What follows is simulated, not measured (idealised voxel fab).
voxel double patterning: a process module
Cross-section cut: width 260 nm, square cells of 5 nm.
When this document writes out a cross-section, it uses a grid of square cells and lists it as bands, beginning at the top and moving down, with a band standing for one or more rows of cells. Band entry format. Leading values: height of top, height of bottom, nm. Remainder: materials in left-to-right order, each with its width in nm. Special words: "all across" on a single material, which then fills the band edge to edge; "air", empty space. Height is counted from the level 0, under which the received wafer is composed throughout of one material. The lowest of the bands is not closed at the bottom but continues downward, in the notation "0 and below". So if you see something like "30->40" for the width, read it as the top row of the band sitting at the first number and the bottom row at the second, with every row in between moving by the same amount as the last. It should be understood that the words "no alterations made", when stated for a given step, signify that the cross-section underwent no change in any of its cells during that step. The list in "Closed-off voids" covers empty spaces of 8 cells or more that cannot reach the top through any open way, and it gives each as width x height at distance; the distance is from the left edge, and width, height and distance are in nm. Past the settings on a step's line: simulator remark, on that step. On any step carrying a mask, the "overlay nm" setting, if present on the step's line, tells how far right of its planned place the mask lay; negative values point to the left. If you're wondering how to read the rest of this, here's the deal. It's pairs of cross-sections: one from before a process step, one from after it. The after one is only drawn as far down as the lowest band that changed. Right under each pair you'll see which step sits between them and what its settings were. Don't read the pairs as one continuous story, though. They can come from different runs of this module on the same starting wafer, and a pair only carries on from the one above it where its entry headed "Pre-step section" says so.
Pre-step section
	0 and below = Si all across
	Closed-off voids: none
Post-Process Section
	5 down to 0 = SiO2 all across
	Whatever lies below 0 is exactly as it was before.
	Closed-off voids: none
What was done to get from the upper cross-section to the lower one? CONFORMAL_DEP (material SiO2; thk nm 5)
Pre-step section: The cross-section prior to this step is the one presented after the step of the pair immediately above.
Post-Process Section
	15 down to 5 = TiN all across
	Whatever lies below 5 is exactly as it was before.
	Closed-off voids: none
What was done to get from the upper cross-section to the lower one? DIRECTIONAL_DEP (material TiN; thk nm 10)
Pre-step section: The cross-section prior to this step is the one presented after the step of the pair immediately above.
Post-Process Section
	25 down to 15 = SiCN all across
	Whatever lies below 15 is exactly as it was before.
	Closed-off voids: none
What was done to get from the upper cross-section to the lower one? DIRECTIONAL_DEP (material SiCN; thk nm 10)
Pre-step section: The cross-section prior to this step is the one presented after the step of the pair immediately above.
Post-Process Section
	35 down to 25 = aC all across
	Whatever lies below 25 is exactly as it was before.
	Closed-off voids: none
What was done to get from the upper cross-section to the lower one? DIRECTIONAL_DEP (material aC; thk nm 10)
Pre-step section: The cross-section prior to this step is the one presented after the step of the pair immediately above.
Post-Process Section
	65 down to 35 = resist 95 nm  air 15 nm  resist 35 nm  air 15 nm  resist 100 nm
	Whatever lies below 35 is exactly as it was before.
	Closed-off voids: none
What was done to get from the upper cross-section to the lower one? PATTERN (tone open; mask id FIRST; material resist; width nm 15; pitch nm 50; thk nm 30; overlay nm 0)
Pre-step section: The cross-section prior to this step is the one presented after the step of the pair immediately above.
Post-Process Section
	55 down to 35 = resist 95 nm  air 15 nm  resist 35 nm  air 15 nm  resist 100 nm
	35 down to 25 = aC 95 nm  air 15 nm  aC 35 nm  air 15 nm  aC 100 nm
	Whatever lies below 25 is exactly as it was before.
	Closed-off voids: none
What was done to get from the upper cross-section to the lower one? DIRECTIONAL_ETCH (etch materials aC; depth nm 10)
Pre-step section: The cross-section prior to this step is the one presented after the step of the pair immediately above.
Post-Process Section
	35 down to 25 = aC 95 nm  air 15 nm  aC 35 nm  air 15 nm  aC 100 nm
	Whatever lies below 25 is exactly as it was before.
	Closed-off voids: none
What was done to get from the upper cross-section to the lower one? STRIP (etch materials resist)
Pre-step section: The cross-section prior to this step is the one presented after the step of the pair immediately above.
Post-Process Section
	35 down to 25 = aC 95 nm  air 15 nm  aC 35 nm  air 15 nm  aC 100 nm
	25 down to 15 = SiCN 95 nm  air 15 nm  SiCN 35 nm  air 15 nm  SiCN 100 nm
	Whatever lies below 15 is exactly as it was before.
	Closed-off voids: none
What was done to get from the upper cross-section to the lower one? DIRECTIONAL_ETCH (etch materials SiCN; depth nm 10)
Pre-step section: The cross-section prior to this step is the one presented after the step of the pair immediately above.
Post-Process Section
	25 down to 15 = SiCN 95 nm  air 15 nm  SiCN 35 nm  air 15 nm  SiCN 100 nm
	Whatever lies below 15 is exactly as it was before.
	Closed-off voids: none
What was done to get from the upper cross-section to the lower one? STRIP (etch materials aC)
Pre-step section: The cross-section prior to this step is the one presented after the step of the pair immediately above.
Post-Process Section
	40 down to 25 = resist 120 nm  air 15 nm  resist 125 nm
	25 down to 15 = SiCN 95 nm  resist 15 nm  SiCN 35 nm  resist 15 nm  SiCN 100 nm
	Whatever lies below 15 is exactly as it was before.
	Closed-off voids: none
What was done to get from the upper cross-section to the lower one? PATTERN (tone open; mask id SECOND; material resist; width nm 15; thk nm 15; overlay nm 0)
Pre-step section: The cross-section prior to this step is the one presented after the step of the pair immediately above.
Post-Process Section
	40 down to 25 = resist 120 nm  air 15 nm  resist 125 nm
	25 down to 15 = SiCN 95 nm  resist 15 nm  SiCN 10 nm  air 15 nm  SiCN 10 nm  resist 15 nm  SiCN 100 nm
	Whatever lies below 15 is exactly as it was before.
	Closed-off voids: none
What was done to get from the upper cross-section to the lower one? DIRECTIONAL_ETCH (etch materials SiCN; depth nm 10)
Pre-step section: The cross-section prior to this step is the one presented after the step of the pair immediately above.
Post-Process Section
	25 down to 15 = SiCN 95 nm  air 15 nm  SiCN 10 nm  air 15 nm  SiCN 10 nm  air 15 nm  SiCN 100 nm
	Whatever lies below 15 is exactly as it was before.
	Closed-off voids: none
What was done to get from the upper cross-section to the lower one? STRIP (etch materials resist)
Pre-step section: The cross-section prior to this step is the one presented after the step of the pair immediately above.
Post-Process Section
	25 down to 15 = SiCN 95 nm  air 15 nm  SiCN 10 nm  air 15 nm  SiCN 10 nm  air 15 nm  SiCN 100 nm
	15 down to 5 = TiN 95 nm  air 15 nm  TiN 10 nm  air 15 nm  TiN 10 nm  air 15 nm  TiN 100 nm
	Whatever lies below 5 is exactly as it was before.
	Closed-off voids: none
What was done to get from the upper cross-section to the lower one? DIRECTIONAL_ETCH (etch materials TiN; depth nm 10)
Pre-step section: The cross-section prior to this step is the one presented after the step of the pair immediately above.
Post-Process Section
	15 down to 5 = TiN 95 nm  air 15 nm  TiN 10 nm  air 15 nm  TiN 10 nm  air 15 nm  TiN 100 nm
	Whatever lies below 5 is exactly as it was before.
	Closed-off voids: none
What was done to get from the upper cross-section to the lower one? STRIP (etch materials SiCN)
Pre-step section
	0 and below = Si all across
	Closed-off voids: none
Post-Process Section
	10 down to 0 = TiN all across
	Whatever lies below 0 is exactly as it was before.
	Closed-off voids: none
What was done to get from the upper cross-section to the lower one? DIRECTIONAL_DEP (material TiN; thk nm 10)
Pre-step section: The cross-section prior to this step is the one presented after the step of the pair immediately above.
Post-Process Section
	20 down to 10 = SiCN all across
	Whatever lies below 10 is exactly as it was before.
	Closed-off voids: none
What was done to get from the upper cross-section to the lower one? DIRECTIONAL_DEP (material SiCN; thk nm 10)
Pre-step section: The cross-section prior to this step is the one presented after the step of the pair immediately above.
Post-Process Section
	30 down to 20 = aC all across
	Whatever lies below 20 is exactly as it was before.
	Closed-off voids: none
What was done to get from the upper cross-section to the lower one? DIRECTIONAL_DEP (material aC; thk nm 10)
Pre-step section: The cross-section prior to this step is the one presented after the step of the pair immediately above.
Post-Process Section
	60 down to 30 = resist 95 nm  air 15 nm  resist 35 nm  air 15 nm  resist 100 nm
	Whatever lies below 30 is exactly as it was before.
	Closed-off voids: none
What was done to get from the upper cross-section to the lower one? PATTERN (tone open; mask id FIRST; material resist; width nm 15; pitch nm 50; thk nm 30; overlay nm 0)
Pre-step section: The cross-section prior to this step is the one presented after the step of the pair immediately above.
Post-Process Section
	50 down to 30 = resist 95 nm  air 15 nm  resist 35 nm  air 15 nm  resist 100 nm
	30 down to 20 = aC 95 nm  air 15 nm  aC 35 nm  air 15 nm  aC 100 nm
	Whatever lies below 20 is exactly as it was before.
	Closed-off voids: none
What was done to get from the upper cross-section to the lower one? DIRECTIONAL_ETCH (etch materials aC; depth nm 10)
Pre-step section: The cross-section prior to this step is the one presented after the step of the pair immediately above.
Post-Process Section
	30 down to 20 = aC 95 nm  air 15 nm  aC 35 nm  air 15 nm  aC 100 nm
	Whatever lies below 20 is exactly as it was before.
	Closed-off voids: none
What was done to get from the upper cross-section to the lower one? STRIP (etch materials resist)
Pre-step section: The cross-section prior to this step is the one presented after the step of the pair immediately above.
Post-Process Section
	30 down to 20 = aC 95 nm  air 15 nm  aC 35 nm  air 15 nm  aC 100 nm
	20 down to 10 = SiCN 95 nm  air 15 nm  SiCN 35 nm  air 15 nm  SiCN 100 nm
	Whatever lies below 10 is exactly as it was before.
	Closed-off voids: none
What was done to get from the upper cross-section to the lower one? DIRECTIONAL_ETCH (etch materials SiCN; depth nm 10)
Pre-step section: The cross-section prior to this step is the one presented after the step of the pair immediately above.
Post-Process Section
	20 down to 10 = SiCN 95 nm  air 15 nm  SiCN 35 nm  air 15 nm  SiCN 100 nm
	Whatever lies below 10 is exactly as it was before.
	Closed-off voids: none
What was done to get from the upper cross-section to the lower one? STRIP (etch materials aC)
Pre-step section: The cross-section prior to this step is the one presented after the step of the pair immediately above.
Post-Process Section
	35 down to 20 = resist 120 nm  air 15 nm  resist 125 nm
	20 down to 10 = SiCN 95 nm  resist 15 nm  SiCN 35 nm  resist 15 nm  SiCN 100 nm
	Whatever lies below 10 is exactly as it was before.
	Closed-off voids: none
What was done to get from the upper cross-section to the lower one? PATTERN (tone open; mask id SECOND; material resist; width nm 15; thk nm 15; overlay nm 0)
Pre-step section: The cross-section prior to this step is the one presented after the step of the pair immediately above.
Post-Process Section
	35 down to 20 = resist 120 nm  air 15 nm  resist 125 nm
	20 down to 10 = SiCN 95 nm  resist 15 nm  SiCN 10 nm  air 15 nm  SiCN 10 nm  resist 15 nm  SiCN 100 nm
	Whatever lies below 10 is exactly as it was before.
	Closed-off voids: none
What was done to get from the upper cross-section to the lower one? DIRECTIONAL_ETCH (etch materials SiCN; depth nm 10)
Pre-step section: The cross-section prior to this step is the one presented after the step of the pair immediately above.
Post-Process Section
	20 down to 10 = SiCN 95 nm  air 15 nm  SiCN 10 nm  air 15 nm  SiCN 10 nm  air 15 nm  SiCN 100 nm
	Whatever lies below 10 is exactly as it was before.
	Closed-off voids: none
What was done to get from the upper cross-section to the lower one? STRIP (etch materials resist)
Pre-step section: The cross-section prior to this step is the one presented after the step of the pair immediately above.
Post-Process Section
	20 down to 10 = SiCN 95 nm  air 15 nm  SiCN 10 nm  air 15 nm  SiCN 10 nm  air 15 nm  SiCN 100 nm
	10 down to 0 = TiN 95 nm  air 15 nm  TiN 10 nm  air 15 nm  TiN 10 nm  air 15 nm  TiN 100 nm
	Whatever lies below 0 is exactly as it was before.
	Closed-off voids: none
What was done to get from the upper cross-section to the lower one? DIRECTIONAL_ETCH (etch materials TiN; depth nm 10)
Pre-step section: The cross-section prior to this step is the one presented after the step of the pair immediately above.
Post-Process Section
	10 down to 0 = TiN 95 nm  air 15 nm  TiN 10 nm  air 15 nm  TiN 10 nm  air 15 nm  TiN 100 nm
	Whatever lies below 0 is exactly as it was before.
	Closed-off voids: none
What was done to get from the upper cross-section to the lower one? STRIP (etch materials SiCN)
Pre-step section
	10 down to 0 = TiN all across
	0 and below = Si all across
	Closed-off voids: none
Post-Process Section
	15 down to 10 = SiO2 all across
	Whatever lies below 10 is exactly as it was before.
	Closed-off voids: none
What was done to get from the upper cross-section to the lower one? CONFORMAL_DEP (material SiO2; thk nm 5)
Pre-step section: The cross-section prior to this step is the one presented after the step of the pair immediately above.
Post-Process Section
	25 down to 15 = SiCN all across
	Whatever lies below 15 is exactly as it was before.
	Closed-off voids: none
What was done to get from the upper cross-section to the lower one? DIRECTIONAL_DEP (material SiCN; thk nm 10)
Pre-step section: The cross-section prior to this step is the one presented after the step of the pair immediately above.
Post-Process Section
	35 down to 25 = aC all across
	Whatever lies below 25 is exactly as it was before.
	Closed-off voids: none
What was done to get from the upper cross-section to the lower one? DIRECTIONAL_DEP (material aC; thk nm 10)
Pre-step section: The cross-section prior to this step is the one presented after the step of the pair immediately above.
Post-Process Section
	65 down to 35 = resist 95 nm  air 15 nm  resist 35 nm  air 15 nm  resist 100 nm
	Whatever lies below 35 is exactly as it was before.
	Closed-off voids: none
What was done to get from the upper cross-section to the lower one? PATTERN (tone open; mask id FIRST; material resist; width nm 15; pitch nm 50; thk nm 30; overlay nm 0)
Pre-step section: The cross-section prior to this step is the one presented after the step of the pair immediately above.
Post-Process Section
	55 down to 35 = resist 95 nm  air 15 nm  resist 35 nm  air 15 nm  resist 100 nm
	35 down to 25 = aC 95 nm  air 15 nm  aC 35 nm  air 15 nm  aC 100 nm
	Whatever lies below 25 is exactly as it was before.
	Closed-off voids: none
What was done to get from the upper cross-section to the lower one? DIRECTIONAL_ETCH (etch materials aC; depth nm 10)
Pre-step section: The cross-section prior to this step is the one presented after the step of the pair immediately above.
Post-Process Section
	35 down to 25 = aC 95 nm  air 15 nm  aC 35 nm  air 15 nm  aC 100 nm
	Whatever lies below 25 is exactly as it was before.
	Closed-off voids: none
What was done to get from the upper cross-section to the lower one? STRIP (etch materials resist)
Pre-step section: The cross-section prior to this step is the one presented after the step of the pair immediately above.
Post-Process Section
	35 down to 25 = aC 95 nm  air 15 nm  aC 35 nm  air 15 nm  aC 100 nm
	25 down to 15 = SiCN 95 nm  air 15 nm  SiCN 35 nm  air 15 nm  SiCN 100 nm
	Whatever lies below 15 is exactly as it was before.
	Closed-off voids: none
What was done to get from the upper cross-section to the lower one? DIRECTIONAL_ETCH (etch materials SiCN; depth nm 10)
Pre-step section: The cross-section prior to this step is the one presented after the step of the pair immediately above.
Post-Process Section
	25 down to 15 = SiCN 95 nm  air 15 nm  SiCN 35 nm  air 15 nm  SiCN 100 nm
	Whatever lies below 15 is exactly as it was before.
	Closed-off voids: none
What was done to get from the upper cross-section to the lower one? STRIP (etch materials aC)
Pre-step section: The cross-section prior to this step is the one presented after the step of the pair immediately above.
Post-Process Section
	40 down to 25 = resist 120 nm  air 15 nm  resist 125 nm
	25 down to 15 = SiCN 95 nm  resist 15 nm  SiCN 35 nm  resist 15 nm  SiCN 100 nm
	Whatever lies below 15 is exactly as it was before.
	Closed-off voids: none
What was done to get from the upper cross-section to the lower one? PATTERN (tone open; mask id SECOND; material resist; width nm 15; thk nm 15; overlay nm 0)
Pre-step section: The cross-section prior to this step is the one presented after the step of the pair immediately above.
Post-Process Section
	40 down to 25 = resist 120 nm  air 15 nm  resist 125 nm
	25 down to 15 = SiCN 95 nm  resist 15 nm  SiCN 10 nm  air 15 nm  SiCN 10 nm  resist 15 nm  SiCN 100 nm
	Whatever lies below 15 is exactly as it was before.
	Closed-off voids: none
What was done to get from the upper cross-section to the lower one? DIRECTIONAL_ETCH (etch materials SiCN; depth nm 10)
Pre-step section: The cross-section prior to this step is the one presented after the step of the pair immediately above.
Post-Process Section
	25 down to 15 = SiCN 95 nm  air 15 nm  SiCN 10 nm  air 15 nm  SiCN 10 nm  air 15 nm  SiCN 100 nm
	Whatever lies below 15 is exactly as it was before.
	Closed-off voids: none
What was done to get from the upper cross-section to the lower one? STRIP (etch materials resist)
Pre-step section: The cross-section prior to this step is the one presented after the step of the pair immediately above.
Post-Process Section
	15 down to 10 = SiO2 all across
	Whatever lies below 10 is exactly as it was before.
	Closed-off voids: none
What was done to get from the upper cross-section to the lower one? STRIP (etch materials SiCN)
Pre-step section
	0 and below = Si all across
	Closed-off voids: none
Post-Process Section
	15 down to 0 = SiO2 all across
	Whatever lies below 0 is exactly as it was before.
	Closed-off voids: none
What was done to get from the upper cross-section to the lower one? CONFORMAL_DEP (material SiO2; thk nm 15)
Pre-step section: The cross-section prior to this step is the one presented after the step of the pair immediately above.
Post-Process Section
	25 down to 15 = TiN all across
	Whatever lies below 15 is exactly as it was before.
	Closed-off voids: none
What was done to get from the upper cross-section to the lower one? DIRECTIONAL_DEP (material TiN; thk nm 10)
Pre-step section: The cross-section prior to this step is the one presented after the step of the pair immediately above.
Post-Process Section
	35 down to 25 = SiCN all across
	Whatever lies below 25 is exactly as it was before.
	Closed-off voids: none
What was done to get from the upper cross-section to the lower one? DIRECTIONAL_DEP (material SiCN; thk nm 10)
Pre-step section: The cross-section prior to this step is the one presented after the step of the pair immediately above.
Post-Process Section
	45 down to 35 = aC all across
	Whatever lies below 35 is exactly as it was before.
	Closed-off voids: none
What was done to get from the upper cross-section to the lower one? DIRECTIONAL_DEP (material aC; thk nm 10)
Pre-step section: The cross-section prior to this step is the one presented after the step of the pair immediately above.
Post-Process Section
	75 down to 45 = resist 95 nm  air 15 nm  resist 35 nm  air 15 nm  resist 100 nm
	Whatever lies below 45 is exactly as it was before.
	Closed-off voids: none
What was done to get from the upper cross-section to the lower one? PATTERN (tone open; mask id FIRST; material resist; width nm 15; pitch nm 50; thk nm 30; overlay nm 0)
Pre-step section: The cross-section prior to this step is the one presented after the step of the pair immediately above.
Post-Process Section
	65 down to 45 = resist 95 nm  air 15 nm  resist 35 nm  air 15 nm  resist 100 nm
	45 down to 35 = aC 95 nm  air 15 nm  aC 35 nm  air 15 nm  aC 100 nm
	Whatever lies below 35 is exactly as it was before.
	Closed-off voids: none
What was done to get from the upper cross-section to the lower one? DIRECTIONAL_ETCH (etch materials aC; depth nm 10)
Pre-step section: The cross-section prior to this step is the one presented after the step of the pair immediately above.
Post-Process Section
	45 down to 35 = aC 95 nm  air 15 nm  aC 35 nm  air 15 nm  aC 100 nm
	Whatever lies below 35 is exactly as it was before.
	Closed-off voids: none
What was done to get from the upper cross-section to the lower one? STRIP (etch materials resist)
Pre-step section: The cross-section prior to this step is the one presented after the step of the pair immediately above.
Post-Process Section
	45 down to 35 = aC 95 nm  air 15 nm  aC 35 nm  air 15 nm  aC 100 nm
	35 down to 25 = SiCN 95 nm  air 15 nm  SiCN 35 nm  air 15 nm  SiCN 100 nm
	Whatever lies below 25 is exactly as it was before.
	Closed-off voids: none
What was done to get from the upper cross-section to the lower one? DIRECTIONAL_ETCH (etch materials SiCN; depth nm 10)
Pre-step section: The cross-section prior to this step is the one presented after the step of the pair immediately above.
Post-Process Section
	35 down to 25 = SiCN 95 nm  air 15 nm  SiCN 35 nm  air 15 nm  SiCN 100 nm
	Whatever lies below 25 is exactly as it was before.
	Closed-off voids: none
What was done to get from the upper cross-section to the lower one? STRIP (etch materials aC)
Pre-step section: The cross-section prior to this step is the one presented after the step of the pair immediately above.
Post-Process Section
	50 down to 35 = resist 120 nm  air 15 nm  resist 125 nm
	35 down to 25 = SiCN 95 nm  resist 15 nm  SiCN 35 nm  resist 15 nm  SiCN 100 nm
	Whatever lies below 25 is exactly as it was before.
	Closed-off voids: none
What was done to get from the upper cross-section to the lower one? PATTERN (tone open; mask id SECOND; material resist; width nm 15; thk nm 15; overlay nm 0)
Pre-step section: The cross-section prior to this step is the one presented after the step of the pair immediately above.
Post-Process Section
	50 down to 35 = resist 120 nm  air 15 nm  resist 125 nm
	35 down to 25 = SiCN 95 nm  resist 15 nm  SiCN 10 nm  air 15 nm  SiCN 10 nm  resist 15 nm  SiCN 100 nm
	Whatever lies below 25 is exactly as it was before.
	Closed-off voids: none
What was done to get from the upper cross-section to the lower one? DIRECTIONAL_ETCH (etch materials SiCN; depth nm 10)
Pre-step section: The cross-section prior to this step is the one presented after the step of the pair immediately above.
Post-Process Section
	35 down to 25 = SiCN 95 nm  air 15 nm  SiCN 10 nm  air 15 nm  SiCN 10 nm  air 15 nm  SiCN 100 nm
	Whatever lies below 25 is exactly as it was before.
	Closed-off voids: none
What was done to get from the upper cross-section to the lower one? STRIP (etch materials resist)
Pre-step section: The cross-section prior to this step is the one presented after the step of the pair immediately above.
Post-Process Section
	35 down to 25 = SiCN 95 nm  air 15 nm  SiCN 10 nm  air 15 nm  SiCN 10 nm  air 15 nm  SiCN 100 nm
	25 down to 15 = TiN 95 nm  air 15 nm  TiN 10 nm  air 15 nm  TiN 10 nm  air 15 nm  TiN 100 nm
	Whatever lies below 15 is exactly as it was before.
	Closed-off voids: none
What was done to get from the upper cross-section to the lower one? DIRECTIONAL_ETCH (etch materials TiN; depth nm 10)
Pre-step section: The cross-section prior to this step is the one presented after the step of the pair immediately above.
Post-Process Section
	25 down to 15 = TiN 95 nm  air 15 nm  TiN 10 nm  air 15 nm  TiN 10 nm  air 15 nm  TiN 100 nm
	Whatever lies below 15 is exactly as it was before.
	Closed-off voids: none
What was done to get from the upper cross-section to the lower one? STRIP (etch materials SiCN)
Pre-step section
	35 down to 25 = aC all across
	25 down to 15 = SiCN all across
	15 down to 5 = TiN all across
	5 down to 0 = SiO2 all across
	0 and below = Si all across
	Closed-off voids: none
Post-Process Section
	65 down to 35 = resist 90 nm  air 25 nm  resist 25 nm  air 25 nm  resist 95 nm
	Whatever lies below 35 is exactly as it was before.
	Closed-off voids: none
What was done to get from the upper cross-section to the lower one? PATTERN (tone open; mask id FIRST; material resist; width nm 25; pitch nm 50; thk nm 30; overlay nm 0)
Pre-step section: The cross-section prior to this step is the one presented after the step of the pair immediately above.
Post-Process Section
	55 down to 35 = resist 90 nm  air 25 nm  resist 25 nm  air 25 nm  resist 95 nm
	35 down to 25 = aC 90 nm  air 25 nm  aC 25 nm  air 25 nm  aC 95 nm
	Whatever lies below 25 is exactly as it was before.
	Closed-off voids: none
What was done to get from the upper cross-section to the lower one? DIRECTIONAL_ETCH (etch materials aC; depth nm 10)
Pre-step section: The cross-section prior to this step is the one presented after the step of the pair immediately above.
Post-Process Section
	35 down to 25 = aC 90 nm  air 25 nm  aC 25 nm  air 25 nm  aC 95 nm
	Whatever lies below 25 is exactly as it was before.
	Closed-off voids: none
What was done to get from the upper cross-section to the lower one? STRIP (etch materials resist)
Pre-step section: The cross-section prior to this step is the one presented after the step of the pair immediately above.
Post-Process Section
	35 down to 25 = aC 90 nm  air 25 nm  aC 25 nm  air 25 nm  aC 95 nm
	25 down to 15 = SiCN 90 nm  air 25 nm  SiCN 25 nm  air 25 nm  SiCN 95 nm
	Whatever lies below 15 is exactly as it was before.
	Closed-off voids: none
What was done to get from the upper cross-section to the lower one? DIRECTIONAL_ETCH (etch materials SiCN; depth nm 10)
Pre-step section: The cross-section prior to this step is the one presented after the step of the pair immediately above.
Post-Process Section
	25 down to 15 = SiCN 90 nm  air 25 nm  SiCN 25 nm  air 25 nm  SiCN 95 nm
	Whatever lies below 15 is exactly as it was before.
	Closed-off voids: none
What was done to get from the upper cross-section to the lower one? STRIP (etch materials aC)
Pre-step section: The cross-section prior to this step is the one presented after the step of the pair immediately above.
Post-Process Section
	40 down to 25 = resist 120 nm  air 15 nm  resist 125 nm
	25 down to 15 = SiCN 90 nm  resist 25 nm  SiCN 25 nm  resist 25 nm  SiCN 95 nm
	Whatever lies below 15 is exactly as it was before.
	Closed-off voids: none
What was done to get from the upper cross-section to the lower one? PATTERN (tone open; mask id SECOND; material resist; width nm 15; thk nm 15; overlay nm 0)
Pre-step section: The cross-section prior to this step is the one presented after the step of the pair immediately above.
Post-Process Section
	40 down to 25 = resist 120 nm  air 15 nm  resist 125 nm
	25 down to 15 = SiCN 90 nm  resist 25 nm  SiCN 5 nm  air 15 nm  SiCN 5 nm  resist 25 nm  SiCN 95 nm
	Whatever lies below 15 is exactly as it was before.
	Closed-off voids: none
What was done to get from the upper cross-section to the lower one? DIRECTIONAL_ETCH (etch materials SiCN; depth nm 10)
Pre-step section: The cross-section prior to this step is the one presented after the step of the pair immediately above.
Post-Process Section
	25 down to 15 = SiCN 90 nm  air 25 nm  SiCN 5 nm  air 15 nm  SiCN 5 nm  air 25 nm  SiCN 95 nm
	Whatever lies below 15 is exactly as it was before.
	Closed-off voids: none
What was done to get from the upper cross-section to the lower one? STRIP (etch materials resist)
Pre-step section: The cross-section prior to this step is the one presented after the step of the pair immediately above.
Post-Process Section
	25 down to 15 = SiCN 90 nm  air 25 nm  SiCN 5 nm  air 15 nm  SiCN 5 nm  air 25 nm  SiCN 95 nm
	15 down to 5 = TiN 90 nm  air 25 nm  TiN 5 nm  air 15 nm  TiN 5 nm  air 25 nm  TiN 95 nm
	Whatever lies below 5 is exactly as it was before.
	Closed-off voids: none
What was done to get from the upper cross-section to the lower one? DIRECTIONAL_ETCH (etch materials TiN; depth nm 10)
Pre-step section: The cross-section prior to this step is the one presented after the step of the pair immediately above.
Post-Process Section
	15 down to 5 = TiN 90 nm  air 25 nm  TiN 5 nm  air 15 nm  TiN 5 nm  air 25 nm  TiN 95 nm
	Whatever lies below 5 is exactly as it was before.
	Closed-off voids: none
What was done to get from the upper cross-section to the lower one? STRIP (etch materials SiCN)
Pre-step section
	35 down to 25 = aC all across
	25 down to 15 = SiCN all across
	15 down to 5 = TiN all across
	5 down to 0 = SiO2 all across
	0 and below = Si all across
	Closed-off voids: none
Post-Process Section
	65 down to 35 = resist 105 nm  air 15 nm  resist 35 nm  air 15 nm  resist 90 nm
	Whatever lies below 35 is exactly as it was before.
	Closed-off voids: none
What was done to get from the upper cross-section to the lower one? PATTERN (tone open; mask id FIRST; material resist; width nm 15; pitch nm 50; thk nm 30; overlay nm 10)
Pre-step section: The cross-section prior to this step is the one presented after the step of the pair immediately above.
Post-Process Section
	55 down to 35 = resist 105 nm  air 15 nm  resist 35 nm  air 15 nm  resist 90 nm
	35 down to 25 = aC 105 nm  air 15 nm  aC 35 nm  air 15 nm  aC 90 nm
	Whatever lies below 25 is exactly as it was before.
	Closed-off voids: none
What was done to get from the upper cross-section to the lower one? DIRECTIONAL_ETCH (etch materials aC; depth nm 10)
Pre-step section: The cross-section prior to this step is the one presented after the step of the pair immediately above.
Post-Process Section
	35 down to 25 = aC 105 nm  air 15 nm  aC 35 nm  air 15 nm  aC 90 nm
	Whatever lies below 25 is exactly as it was before.
	Closed-off voids: none
What was done to get from the upper cross-section to the lower one? STRIP (etch materials resist)
Pre-step section: The cross-section prior to this step is the one presented after the step of the pair immediately above.
Post-Process Section
	35 down to 25 = aC 105 nm  air 15 nm  aC 35 nm  air 15 nm  aC 90 nm
	25 down to 15 = SiCN 105 nm  air 15 nm  SiCN 35 nm  air 15 nm  SiCN 90 nm
	Whatever lies below 15 is exactly as it was before.
	Closed-off voids: none
What was done to get from the upper cross-section to the lower one? DIRECTIONAL_ETCH (etch materials SiCN; depth nm 10)
Pre-step section: The cross-section prior to this step is the one presented after the step of the pair immediately above.
Post-Process Section
	25 down to 15 = SiCN 105 nm  air 15 nm  SiCN 35 nm  air 15 nm  SiCN 90 nm
	Whatever lies below 15 is exactly as it was before.
	Closed-off voids: none
What was done to get from the upper cross-section to the lower one? STRIP (etch materials aC)
Pre-step section: The cross-section prior to this step is the one presented after the step of the pair immediately above.
Post-Process Section
	40 down to 25 = resist 120 nm  air 15 nm  resist 125 nm
	25 down to 15 = SiCN 105 nm  resist 15 nm  SiCN 35 nm  resist 15 nm  SiCN 90 nm
	Whatever lies below 15 is exactly as it was before.
	Closed-off voids: none
What was done to get from the upper cross-section to the lower one? PATTERN (tone open; mask id SECOND; material resist; width nm 15; thk nm 15; overlay nm 0)
Pre-step section: The cross-section prior to this step is the one presented after the step of the pair immediately above.
Post-Process Section
	40 down to 25 = resist 120 nm  air 15 nm  resist 125 nm
	25 down to 15 = SiCN 105 nm  resist 15 nm  air 15 nm  SiCN 20 nm  resist 15 nm  SiCN 90 nm
	Whatever lies below 15 is exactly as it was before.
	Closed-off voids: none
What was done to get from the upper cross-section to the lower one? DIRECTIONAL_ETCH (etch materials SiCN; depth nm 10)
Pre-step section: The cross-section prior to this step is the one presented after the step of the pair immediately above.
Post-Process Section
	25 down to 15 = SiCN 105 nm  air 30 nm  SiCN 20 nm  air 15 nm  SiCN 90 nm
	Whatever lies below 15 is exactly as it was before.
	Closed-off voids: none
What was done to get from the upper cross-section to the lower one? STRIP (etch materials resist)
Pre-step section: The cross-section prior to this step is the one presented after the step of the pair immediately above.
Post-Process Section
	25 down to 15 = SiCN 105 nm  air 30 nm  SiCN 20 nm  air 15 nm  SiCN 90 nm
	15 down to 5 = TiN 105 nm  air 30 nm  TiN 20 nm  air 15 nm  TiN 90 nm
	Whatever lies below 5 is exactly as it was before.
	Closed-off voids: none
What was done to get from the upper cross-section to the lower one? DIRECTIONAL_ETCH (etch materials TiN; depth nm 10)
Pre-step section: The cross-section prior to this step is the one presented after the step of the pair immediately above.
Post-Process Section
	15 down to 5 = TiN 105 nm  air 30 nm  TiN 20 nm  air 15 nm  TiN 90 nm
	Whatever lies below 5 is exactly as it was before.
	Closed-off voids: none
What was done to get from the upper cross-section to the lower one? STRIP (etch materials SiCN)
Pre-step section
	25 down to 15 = SiCN all across
	15 down to 5 = TiN all across
	5 down to 0 = SiO2 all across
	0 and below = Si all across
	Closed-off voids: none
Post-Process Section
	35 down to 25 = SiO2 all across
	Whatever lies below 25 is exactly as it was before.
	Closed-off voids: none
What was done to get from the upper cross-section to the lower one? DIRECTIONAL_DEP (material SiO2; thk nm 10)
Pre-step section: The cross-section prior to this step is the one presented after the step of the pair immediately above.
Post-Process Section
	65 down to 35 = resist 95 nm  air 15 nm  resist 35 nm  air 15 nm  resist 100 nm
	Whatever lies below 35 is exactly as it was before.
	Closed-off voids: none
What was done to get from the upper cross-section to the lower one? PATTERN (tone open; mask id FIRST; material resist; width nm 15; pitch nm 50; thk nm 30; overlay nm 0)
Pre-step section: The cross-section prior to this step is the one presented after the step of the pair immediately above.
Post-Process Section
	55 down to 35 = resist 95 nm  air 15 nm  resist 35 nm  air 15 nm  resist 100 nm
	Whatever lies below 35 is exactly as it was before.
	Closed-off voids: none
What was done to get from the upper cross-section to the lower one? DIRECTIONAL_ETCH (etch materials aC; depth nm 10)
Pre-step section: The cross-section prior to this step is the one presented after the step of the pair immediately above.
Post-Process Section
	35 down to 25 = SiO2 all across
	Whatever lies below 25 is exactly as it was before.
	Closed-off voids: none
What was done to get from the upper cross-section to the lower one? STRIP (etch materials resist)
Pre-step section: The cross-section prior to this step is the one presented after the step of the pair immediately above.
Post-Process Section
	50 down to 35 = resist 120 nm  air 15 nm  resist 125 nm
	Whatever lies below 35 is exactly as it was before.
	Closed-off voids: none
What was done to get from the upper cross-section to the lower one? PATTERN (tone open; mask id SECOND; material resist; width nm 15; thk nm 15; overlay nm 0)
